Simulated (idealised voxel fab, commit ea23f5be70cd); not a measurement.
The process module presented herein is designated voxel wiring stack.
cross-section cut | 285 nm wide | cells 5 nm
A cross-section in this document is a grid of square cells, and it is written down as bands, the top band listed before the ones below it; a band is made up of one or more rows of cells.
Band: top and bottom heights (nm) first, top before bottom; then materials from left to right, widths in nm. "full width" marks a sole material filling the band edge to edge. "blank" denotes empty space.
Below 0: as-received wafer, all one material; heights counted from there. Lowest band: no bottom, goes on down, written "0 -> down".
Width "30..40": first value at the band's top row of cells, second value at its bottom row, equal change from row to row.
When a step is marked "stayed the same", none of the cells in the cross-section changed during that step.
"Closed internal voids" specifies each empty space that is not open to the top and that occupies no fewer than 8 cells, using the form width x height at distance, the distance measured from the left edge and all three quantities in nm.
Read whatever lies past the settings on a step's line as the simulator's own remark about the step.
The "overlay nm" setting may appear on a step's line; for a step that uses a mask, it gives how far to the right of its planned position the mask lay, and a negative value indicates the left.
**The planned process steps are enumerated hereunder**
1: RECEIVE | material Si
2: CONFORMAL_DEP | material SiO2 | thk nm 15
3: CONFORMAL_DEP | material SiCN | thk nm 5
4: DIRECTIONAL_DEP | material lowk | thk nm 15
5: DIRECTIONAL_DEP | material aC | thk nm 10
6: PATTERN | tone open | mask id METAL_1 | material resist | width nm 20 | pitch nm 50 | thk nm 30 | overlay nm 0
7: DIRECTIONAL_ETCH | etch materials aC | depth nm 10
8: STRIP | etch materials resist
9: DIRECTIONAL_ETCH | etch materials lowk | depth nm 15
10: DIRECTIONAL_ETCH | etch materials SiCN | depth nm 5
11: STRIP | etch materials aC
12: CONFORMAL_DEP | material TiN | thk nm 5
13: FILL_DEP | material Cu | thk nm 10
14: CMP | height nm 35
15: CONFORMAL_DEP | material SiCN | thk nm 5
16: DIRECTIONAL_DEP | material lowk | thk nm 30
17: PATTERN | tone open | mask id METAL_2_HOLES | material resist | width nm 15 | pitch nm 50 | thk nm 15 | overlay nm 0
18: DIRECTIONAL_ETCH | etch materials lowk | depth nm 30
19: STRIP | etch materials resist
20: DIRECTIONAL_DEP | material aC | thk nm 15
21: PATTERN | tone open | mask id METAL_2 | material resist | width nm 20 | pitch nm 50 | thk nm 35 | overlay nm 0
22: DIRECTIONAL_ETCH | etch materials aC | depth nm 15
23: STRIP | etch materials resist
24: DIRECTIONAL_ETCH | etch materials lowk | depth nm 15
25: DIRECTIONAL_ETCH | etch materials SiCN | depth nm 5
26: STRIP | etch materials aC
27: CONFORMAL_DEP | material TiN | thk nm 5
28: FILL_DEP | material Cu | thk nm 5
29: CMP | height nm 70
30: CONFORMAL_DEP | material SiCN | thk nm 5
**First of two wafers, processed according to plan**
**Cross-sectional view of the wafer in its as-received condition, corresponding to the state after step 1**
	0 -> down: Si full width
	Closed internal voids: none
**after step 2**
	15 -> 0: SiO2 full width
	Heights below 0 show no change.
**after step 3**
	20 -> 15: SiCN full width
	Heights below 15 show no change.
**after step 4**
	35 -> 20: lowk full width
	Heights below 20 show no change.
**after step 5**
	45 -> 35: aC full width
	Heights below 35 show no change.
**after step 6**
	75 -> 45: resist=80, then blank=20, then resist=30, then blank=20, then resist=30, then blank=20, then resist=85
	Heights below 45 show no change.
**after step 7**
	65 -> 45: resist=80, then blank=20, then resist=30, then blank=20, then resist=30, then blank=20, then resist=85
	45 -> 35: aC=80, then blank=20, then aC=30, then blank=20, then aC=30, then blank=20, then aC=85
	Heights below 35 show no change.
**after step 8**
	45 -> 35: aC=80, then blank=20, then aC=30, then blank=20, then aC=30, then blank=20, then aC=85
	Heights below 35 show no change.
**after step 9**
	45 -> 35: aC=80, then blank=20, then aC=30, then blank=20, then aC=30, then blank=20, then aC=85
	35 -> 20: lowk=80, then blank=20, then lowk=30, then blank=20, then lowk=30, then blank=20, then lowk=85
	Heights below 20 show no change.
**after step 10**
	45 -> 35: aC=80, then blank=20, then aC=30, then blank=20, then aC=30, then blank=20, then aC=85
	35 -> 20: lowk=80, then blank=20, then lowk=30, then blank=20, then lowk=30, then blank=20, then lowk=85
	20 -> 15: SiCN=80, then blank=20, then SiCN=30, then blank=20, then SiCN=30, then blank=20, then SiCN=85
	Heights below 15 show no change.
**after step 11**
	35 -> 20: lowk=80, then blank=20, then lowk=30, then blank=20, then lowk=30, then blank=20, then lowk=85
	Heights below 20 show no change.
**after step 12**
	40 -> 35: TiN=85, then blank=10, then TiN=40, then blank=10, then TiN=40, then blank=10, then TiN=90
	35 -> 20: lowk=80, then TiN=5, then blank=10, then TiN=5, then lowk=30, then TiN=5, then blank=10, then TiN=5, then lowk=30, then TiN=5, then blank=10, then TiN=5, then lowk=85
	20 -> 15: SiCN=80, then TiN=20, then SiCN=30, then TiN=20, then SiCN=30, then TiN=20, then SiCN=85
	Heights below 15 show no change.
**after step 13**
	50 -> 40: Cu full width
	40 -> 35: TiN=85, then Cu=10, then TiN=40, then Cu=10, then TiN=40, then Cu=10, then TiN=90
	35 -> 20: lowk=80, then TiN=5, then Cu=10, then TiN=5, then lowk=30, then TiN=5, then Cu=10, then TiN=5, then lowk=30, then TiN=5, then Cu=10, then TiN=5, then lowk=85
	Heights below 20 show no change.
**after step 14**
	35 -> 20: lowk=80, then TiN=5, then Cu=10, then TiN=5, then lowk=30, then TiN=5, then Cu=10, then TiN=5, then lowk=30, then TiN=5, then Cu=10, then TiN=5, then lowk=85
	Heights below 20 show no change.
**after step 15**
	40 -> 35: SiCN full width
	Heights below 35 show no change.
**after step 16**
	70 -> 40: lowk full width
	Heights below 40 show no change.
**after step 17**
	85 -> 70: resist=80, then blank=15, then resist=35, then blank=15, then resist=35, then blank=15, then resist=90
	Heights below 70 show no change.
**after step 18**
	85 -> 70: resist=80, then blank=15, then resist=35, then blank=15, then resist=35, then blank=15, then resist=90
	70 -> 40: lowk=80, then blank=15, then lowk=35, then blank=15, then lowk=35, then blank=15, then lowk=90
	Heights below 40 show no change.
**after step 19**
	70 -> 40: lowk=80, then blank=15, then lowk=35, then blank=15, then lowk=35, then blank=15, then lowk=90
	Heights below 40 show no change.
**after step 20**
	85 -> 70: aC=80, then blank=15, then aC=35, then blank=15, then aC=35, then blank=15, then aC=90
	70 -> 55: lowk=80, then blank=15, then lowk=35, then blank=15, then lowk=35, then blank=15, then lowk=90
	55 -> 40: lowk=80, then aC=15, then lowk=35, then aC=15, then lowk=35, then aC=15, then lowk=90
	Heights below 40 show no change.
**after step 21**
	120 -> 85: resist=80, then blank=20, then resist=30, then blank=20, then resist=30, then blank=20, then resist=85
	Heights below 85 show no change.
**after step 22**
	105 -> 85: resist=80, then blank=20, then resist=30, then blank=20, then resist=30, then blank=20, then resist=85
	85 -> 70: aC=80, then blank=20, then aC=30, then blank=20, then aC=30, then blank=20, then aC=85
	70 -> 40: lowk=80, then blank=15, then lowk=35, then blank=15, then lowk=35, then blank=15, then lowk=90
	Heights below 40 show no change.
**after step 23**
	85 -> 70: aC=80, then blank=20, then aC=30, then blank=20, then aC=30, then blank=20, then aC=85
	Heights below 70 show no change.
**after step 24**
	85 -> 70: aC=80, then blank=20, then aC=30, then blank=20, then aC=30, then blank=20, then aC=85
	70 -> 55: lowk=80, then blank=20, then lowk=30, then blank=20, then lowk=30, then blank=20, then lowk=85
	Heights below 55 show no change.
**after step 25**
	85 -> 70: aC=80, then blank=20, then aC=30, then blank=20, then aC=30, then blank=20, then aC=85
	70 -> 55: lowk=80, then blank=20, then lowk=30, then blank=20, then lowk=30, then blank=20, then lowk=85
	55 -> 40: lowk=80, then blank=15, then lowk=35, then blank=15, then lowk=35, then blank=15, then lowk=90
	40 -> 35: SiCN=80, then blank=15, then SiCN=35, then blank=15, then SiCN=35, then blank=15, then SiCN=90
	Heights below 35 show no change.
**after step 26**
	70 -> 55: lowk=80, then blank=20, then lowk=30, then blank=20, then lowk=30, then blank=20, then lowk=85
	Heights below 55 show no change.
**after step 27**
	75 -> 70: TiN=85, then blank=10, then TiN=40, then blank=10, then TiN=40, then blank=10, then TiN=90
	70 -> 60: lowk=80, then TiN=5, then blank=10, then TiN=5, then lowk=30, then TiN=5, then blank=10, then TiN=5, then lowk=30, then TiN=5, then blank=10, then TiN=5, then lowk=85
	60 -> 55: lowk=80, then TiN=5, then blank=5, then TiN=10, then lowk=30, then TiN=5, then blank=5, then TiN=10, then lowk=30, then TiN=5, then blank=5, then TiN=10, then lowk=85
	55 -> 40: lowk=80, then TiN=5, then blank=5, then TiN=5, then lowk=35, then TiN=5, then blank=5, then TiN=5, then lowk=35, then TiN=5, then blank=5, then TiN=5, then lowk=90
	40 -> 35: SiCN=80, then TiN=15, then SiCN=35, then TiN=15, then SiCN=35, then TiN=15, then SiCN=90
	Heights below 35 show no change.
**after step 28**
	80 -> 75: Cu full width
	75 -> 70: TiN=85, then Cu=10, then TiN=40, then Cu=10, then TiN=40, then Cu=10, then TiN=90
	70 -> 60: lowk=80, then TiN=5, then Cu=10, then TiN=5, then lowk=30, then TiN=5, then Cu=10, then TiN=5, then lowk=30, then TiN=5, then Cu=10, then TiN=5, then lowk=85
	60 -> 55: lowk=80, then TiN=5, then Cu=5, then TiN=10, then lowk=30, then TiN=5, then Cu=5, then TiN=10, then lowk=30, then TiN=5, then Cu=5, then TiN=10, then lowk=85
	55 -> 40: lowk=80, then TiN=5, then Cu=5, then TiN=5, then lowk=35, then TiN=5, then Cu=5, then TiN=5, then lowk=35, then TiN=5, then Cu=5, then TiN=5, then lowk=90
	Heights below 40 show no change.
**after step 29**
	70 -> 60: lowk=80, then TiN=5, then Cu=10, then TiN=5, then lowk=30, then TiN=5, then Cu=10, then TiN=5, then lowk=30, then TiN=5, then Cu=10, then TiN=5, then lowk=85
	Heights below 60 show no change.
**after step 30**
	75 -> 70: SiCN full width
	Heights below 70 show no change.
**Second wafer, same starting state and plan as the first, one mistake in the run, identical through step 15**
**when step 16 should have ended**
	100 -> 40: lowk full width
	Heights below 40 show no change.
**when step 17 should have ended**
	115 -> 100: resist=80, then blank=15, then resist=35, then blank=15, then resist=35, then blank=15, then resist=90
	Heights below 100 show no change.
**when step 18 should have ended**
	115 -> 100: resist=80, then blank=15, then resist=35, then blank=15, then resist=35, then blank=15, then resist=90
	100 -> 70: lowk=80, then blank=15, then lowk=35, then blank=15, then lowk=35, then blank=15, then lowk=90
	Heights below 70 show no change.
**when step 19 should have ended**
	100 -> 70: lowk=80, then blank=15, then lowk=35, then blank=15, then lowk=35, then blank=15, then lowk=90
	Heights below 70 show no change.
**when step 20 should have ended**
	115 -> 100: aC=80, then blank=15, then aC=35, then blank=15, then aC=35, then blank=15, then aC=90
	100 -> 85: lowk=80, then blank=15, then lowk=35, then blank=15, then lowk=35, then blank=15, then lowk=90
	85 -> 70: lowk=80, then aC=15, then lowk=35, then aC=15, then lowk=35, then aC=15, then lowk=90
	Heights below 70 show no change.
**when step 21 should have ended**
	150 -> 115: resist=80, then blank=20, then resist=30, then blank=20, then resist=30, then blank=20, then resist=85
	Heights below 115 show no change.
**when step 22 should have ended**
	135 -> 115: resist=80, then blank=20, then resist=30, then blank=20, then resist=30, then blank=20, then resist=85
	115 -> 100: aC=80, then blank=20, then aC=30, then blank=20, then aC=30, then blank=20, then aC=85
	100 -> 70: lowk=80, then blank=15, then lowk=35, then blank=15, then lowk=35, then blank=15, then lowk=90
	Heights below 70 show no change.
**when step 23 should have ended**
	115 -> 100: aC=80, then blank=20, then aC=30, then blank=20, then aC=30, then blank=20, then aC=85
	Heights below 100 show no change.
**when step 24 should have ended**
	115 -> 100: aC=80, then blank=20, then aC=30, then blank=20, then aC=30, then blank=20, then aC=85
	100 -> 85: lowk=80, then blank=20, then lowk=30, then blank=20, then lowk=30, then blank=20, then lowk=85
	85 -> 55: lowk=80, then blank=15, then lowk=35, then blank=15, then lowk=35, then blank=15, then lowk=90
	Heights below 55 show no change.
when step 25 should have ended: stayed the same
**when step 26 should have ended**
	100 -> 85: lowk=80, then blank=20, then lowk=30, then blank=20, then lowk=30, then blank=20, then lowk=85
	Heights below 85 show no change.
**when step 27 should have ended**
	105 -> 100: TiN=85, then blank=10, then TiN=40, then blank=10, then TiN=40, then blank=10, then TiN=90
	100 -> 90: lowk=80, then TiN=5, then blank=10, then TiN=5, then lowk=30, then TiN=5, then blank=10, then TiN=5, then lowk=30, then TiN=5, then blank=10, then TiN=5, then lowk=85
	90 -> 85: lowk=80, then TiN=5, then blank=5, then TiN=10, then lowk=30, then TiN=5, then blank=5, then TiN=10, then lowk=30, then TiN=5, then blank=5, then TiN=10, then lowk=85
	85 -> 60: lowk=80, then TiN=5, then blank=5, then TiN=5, then lowk=35, then TiN=5, then blank=5, then TiN=5, then lowk=35, then TiN=5, then blank=5, then TiN=5, then lowk=90
	60 -> 55: lowk=80, then TiN=15, then lowk=35, then TiN=15, then lowk=35, then TiN=15, then lowk=90
	Heights below 55 show no change.
**when step 28 should have ended**
	110 -> 105: Cu full width
	105 -> 100: TiN=85, then Cu=10, then TiN=40, then Cu=10, then TiN=40, then Cu=10, then TiN=90
	100 -> 90: lowk=80, then TiN=5, then Cu=10, then TiN=5, then lowk=30, then TiN=5, then Cu=10, then TiN=5, then lowk=30, then TiN=5, then Cu=10, then TiN=5, then lowk=85
	90 -> 85: lowk=80, then TiN=5, then Cu=5, then TiN=10, then lowk=30, then TiN=5, then Cu=5, then TiN=10, then lowk=30, then TiN=5, then Cu=5, then TiN=10, then lowk=85
	85 -> 60: lowk=80, then TiN=5, then Cu=5, then TiN=5, then lowk=35, then TiN=5, then Cu=5, then TiN=5, then lowk=35, then TiN=5, then Cu=5, then TiN=5, then lowk=90
	Heights below 60 show no change.
**when step 29 should have ended**
	70 -> 60: lowk=80, then TiN=5, then Cu=5, then TiN=5, then lowk=35, then TiN=5, then Cu=5, then TiN=5, then lowk=35, then TiN=5, then Cu=5, then TiN=5, then lowk=90
	Heights below 60 show no change.
**when step 30 should have ended**
	75 -> 70: SiCN full width
	Heights below 70 show no change.
The plan and the run diverged here: twice over, step 16 of the plan was run
Counted in cells at the end, the second wafer holds more or fewer of these materials than the first: -18 Cu, +9 SiCN, -27 TiN, +36 lowk
